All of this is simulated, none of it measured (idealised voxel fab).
Herein follows the process module entitled voxel tone inversion.
Square cells of 5 nm make up the cross-section cut, whose width is 235 nm.
If you're reading a cross-section in this doc, picture square cells in a grid; it comes to you as bands, top ones listed first down to the bottom, and a band can be one or more rows of cells. What a band's entry tells you: where the top is and where the bottom is, as heights in nm, and after that what lies inside, material by material from left to right, each with its width in nm. Empty space is written as the word "blank", and a single material marked with the word "edge to edge" occupies the band from edge to edge. Height reference: 0 = level under which incoming wafer is all one material. Lowest band: no bottom, runs on downward, e.g. "from 0 down". A two-number width, for instance "30->40", indicates that the width is equal to the first number in the top row of the band and to the second number in the bottom row, and that it changes by a constant amount per row of cells. A step reported as "no change occurred" is a step in which no cell of the cross-section changed. "Closed void list": sealed empty spaces, 8 cells or more, no open way to top, listed width x height at distance, with distance from the left edge and width, height and distance in nm. Where a step's line continues beyond its settings, the continuation is a remark by the simulator itself on that step. overlay nm: where the mask lay relative to plan, measured to the right, on steps with a mask; negatives go left.
-- These are the steps we planned for the process
1 RECEIVE, material Si
2 CONFORMAL_DEP, material SiCN, thk nm 5
3 DIRECTIONAL_DEP, material aC, thk nm 25
4 PATTERN, tone cover, mask id POSTS, material resist, width nm 20, pitch nm 45, thk nm 35, overlay nm -15
5 DIRECTIONAL_ETCH, etch materials aC, depth nm 25
6 STRIP, etch materials resist
7 FILL_DEP, material lowk, thk nm 10
8 CMP, height nm 30
9 STRIP, etch materials aC
10 CONFORMAL_DEP, material TiN, thk nm 5
11 FILL_DEP, material Ru, thk nm 10
12 CMP, height nm 30
13 CONFORMAL_DEP, material SiCN, thk nm 5
Quick note for whoever runs this: the wafers start identical, but the overlay nm at step 4 isn't the same across them. The plan just shows what the first wafer had.
-- Here's the first of the wafers in cross-section, just as we got it, i.e. after step 1
from 0 down | Si edge to edge
Closed void list: none
-- End of module: cross-section of the first of several wafers after step 13, the last step
from 35 to 30 | SiCN edge to edge
from 30 to 10 | lowk 45 / TiN 5 / Ru 10 / TiN 5 / lowk 25 / TiN 5 / Ru 10 / TiN 5 / lowk 25 / TiN 5 / Ru 10 / TiN 5 / lowk 80
from 10 to 5 | lowk 45 / TiN 20 / lowk 25 / TiN 20 / lowk 25 / TiN 20 / lowk 80
from 5 to 0 | SiCN edge to edge
from 0 down | Si edge to edge
Closed void list: none
-- Cross-sectional depiction of the last of several wafers upon completion of the module
from 35 to 30 | SiCN edge to edge
from 30 to 10 | lowk 75 / TiN 5 / Ru 10 / TiN 5 / lowk 25 / TiN 5 / Ru 10 / TiN 5 / lowk 25 / TiN 5 / Ru 10 / TiN 5 / lowk 50
from 10 to 5 | lowk 75 / TiN 20 / lowk 25 / TiN 20 / lowk 25 / TiN 20 / lowk 50
from 5 to 0 | SiCN edge to edge
from 0 down | Si edge to edge
Closed void list: none
-- Where each wafer stands at the end of the module, a row apiece: cells of each material gained (+) or lost (-) since it was received, then closed voids
overlay nm -15, +24 Ru, +94 SiCN, +36 TiN, +175 lowk, Closed void list: none
overlay nm -10, +24 Ru, +94 SiCN, +36 TiN, +175 lowk, Closed void list: none
overlay nm -5, +24 Ru, +94 SiCN, +36 TiN, +175 lowk, Closed void list: none
overlay nm 0, +24 Ru, +94 SiCN, +36 TiN, +175 lowk, Closed void list: none
overlay nm 5, +24 Ru, +94 SiCN, +36 TiN, +175 lowk, Closed void list: none
overlay nm 10, +24 Ru, +94 SiCN, +36 TiN, +175 lowk, Closed void list: none
overlay nm 15, +24 Ru, +94 SiCN, +36 TiN, +175 lowk, Closed void list: none
